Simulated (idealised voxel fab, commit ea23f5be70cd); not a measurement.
Process module under the name voxel transistor to metal
Pictured: cross-section cut, 145 nm wide, on a grid of 5 nm square cells.
For the purposes of this document, a cross-section shall be understood as a grid of square cells, specified as bands listed in top-to-bottom order, each band consisting of one or more rows of cells. Quick guide to a band line: top height, bottom height (nm) up front; then every material left to right with its width in nm. Only one material and it's marked "all across"? Then it fills the band edge to edge. And "air" just means empty space. Below 0: as-received wafer, all one material; heights counted from there. Lowest band: no bottom, goes on down, written "0 nm and below". Graded width ("30..40"): value in top row of band = first number; value in bottom row = second number; row-to-row change constant. Reading "identical to before" for a step: not a cell of the cross-section changed in it. Entry "Enclosed void listing". Content: empty spaces with no open connection to the top, size 8 cells or greater. Each: width x height at distance. Distance: from left edge. Unit: nm. Text after the settings on a step's line: the simulator's own remark on that step. "overlay nm", when on a step's line for a step with a mask, measures how far to the right of its planned place the mask lay; a negative measure means to the left.
[plan]
1 RECEIVE with material Si
2 OXIDIZE with depth nm 5
3 CONFORMAL_DEP with material SiN, thk nm 10
4 DIRECTIONAL_DEP with material aC, thk nm 10
5 PATTERN with tone cover, mask id ACTIVE, material resist, width nm 115, thk nm 25, overlay nm 0
6 DIRECTIONAL_ETCH with etch materials aC, depth nm 10
7 STRIP with etch materials resist
8 DIRECTIONAL_ETCH with etch materials SiN, depth nm 10
9 DIRECTIONAL_ETCH with etch materials SiO2, depth nm 5
10 DIRECTIONAL_ETCH with etch materials Si, depth nm 20
11 STRIP with etch materials aC
12 FILL_DEP with material SiO2, thk nm 5
13 CMP with height nm 10
14 SELECTIVE_ETCH with etch materials SiO2, depth nm 5
15 STRIP with etch materials SiN
16 SELECTIVE_ETCH with etch materials SiO2, depth nm 5
17 OXIDIZE with depth nm 5
18 DIRECTIONAL_DEP with material polySi, thk nm 30
19 DIRECTIONAL_DEP with material SiCN, thk nm 15
20 PATTERN with tone cover, mask id GATE, material resist, width nm 25, thk nm 20, overlay nm 0
21 DIRECTIONAL_ETCH with etch materials SiCN, depth nm 25
22 DIRECTIONAL_ETCH with etch materials polySi, depth nm 40
23 STRIP with etch materials resist
24 CONFORMAL_DEP with material SiN, thk nm 5
25 DIRECTIONAL_ETCH with etch materials SiN, depth nm 5
26 DIRECTIONAL_ETCH with etch materials SiO2, depth nm 5
27 DIRECTIONAL_ETCH with etch materials Si, depth nm 10
28 EPI with material pSi, thk nm 10
29 FILL_DEP with material SiO2, thk nm 5
30 CMP with height nm 25
31 STRIP with etch materials polySi
32 SELECTIVE_ETCH with etch materials SiO2, depth nm 5
33 CONFORMAL_DEP with material HfO2, thk nm 5
34 CONFORMAL_DEP with material TiN, thk nm 5
35 FILL_DEP with material W, thk nm 10
36 CMP with height nm 20
37 DIRECTIONAL_DEP with material SiO2, thk nm 15
38 DIRECTIONAL_DEP with material aC, thk nm 15
39 PATTERN with tone open, mask id CONTACT, material resist, width nm 20, pitch nm 75, thk nm 35, overlay nm 0
40 DIRECTIONAL_ETCH with etch materials aC, depth nm 15
41 STRIP with etch materials resist
42 DIRECTIONAL_ETCH with etch materials SiO2, depth nm 45
43 STRIP with etch materials aC
44 CONFORMAL_DEP with material TiN, thk nm 5
45 FILL_DEP with material W, thk nm 10
46 CMP with height nm 35
47 CONFORMAL_DEP with material SiCN, thk nm 5
48 DIRECTIONAL_DEP with material lowk, thk nm 15
49 MASKED_ETCH with tone open, mask id METAL_1, width nm 20, pitch nm 75, etch materials lowk, depth nm 15, overlay nm 0
50 MASKED_ETCH with tone open, mask id METAL_1, width nm 20, pitch nm 75, etch materials SiCN, depth nm 5, overlay nm 0
51 CONFORMAL_DEP with material TiN, thk nm 5
52 FILL_DEP with material Ru, thk nm 10
53 CMP with height nm 55
54 EPI with material Ru, thk nm 5
55 FILL_DEP with material SiCN, thk nm 5
[Cross-section of the wafer as it came to us, i.e., already through step 1]
    0 nm and below  Si all across
    Enclosed void listing: none
[Final cross-section, module run with one mistake (start and plan as above)]
    65 nm to 60 nm  SiCN all across
    60 nm to 55 nm  20 SiCN, then 30 Ru, then 45 SiCN, then 30 Ru, then 20 SiCN
    55 nm to 40 nm  25 lowk, then 5 TiN, then 10 Ru, then 5 TiN, then 55 lowk, then 5 TiN, then 10 Ru, then 5 TiN, then 25 lowk
    40 nm to 35 nm  25 SiCN, then 20 TiN, then 55 SiCN, then 20 TiN, then 25 SiCN
    35 nm to 20 nm  25 SiO2, then 5 TiN, then 10 W, then 5 TiN, then 55 SiO2, then 5 TiN, then 10 W, then 5 TiN, then 25 SiO2
    20 nm to 0 nm  25 SiO2, then 5 TiN, then 10 W, then 5 TiN, then 10 SiO2, then 5 SiN, then 5 HfO2, then 5 TiN, then 5 W, then 5 TiN, then 5 HfO2, then 5 SiN, then 10 SiO2, then 5 TiN, then 10 W, then 5 TiN, then 25 SiO2
    0 nm to -5 nm  10 SiO2, then 5 SiN, then 10 SiO2, then 5 TiN, then 10 W, then 5 TiN, then 10 pSi, then 5 SiN, then 5 HfO2, then 15 TiN, then 5 HfO2, then 5 SiN, then 10 pSi, then 5 TiN, then 10 W, then 5 TiN, then 10 SiO2, then 5 SiN, then 10 SiO2
    -5 nm to -10 nm  25 SiO2, then 20 TiN, then 10 pSi, then 35 HfO2, then 10 pSi, then 20 TiN, then 25 SiO2
    -10 nm to -20 nm  15 SiO2, then 40 pSi, then 35 Si, then 40 pSi, then 15 SiO2
    -20 nm to -45 nm  15 SiO2, then 115 Si, then 15 SiO2
    -45 nm and below  Si all across
    Enclosed void listing: none
The mistake made against the process plan was this: regarding the plan, step 10 was run twice
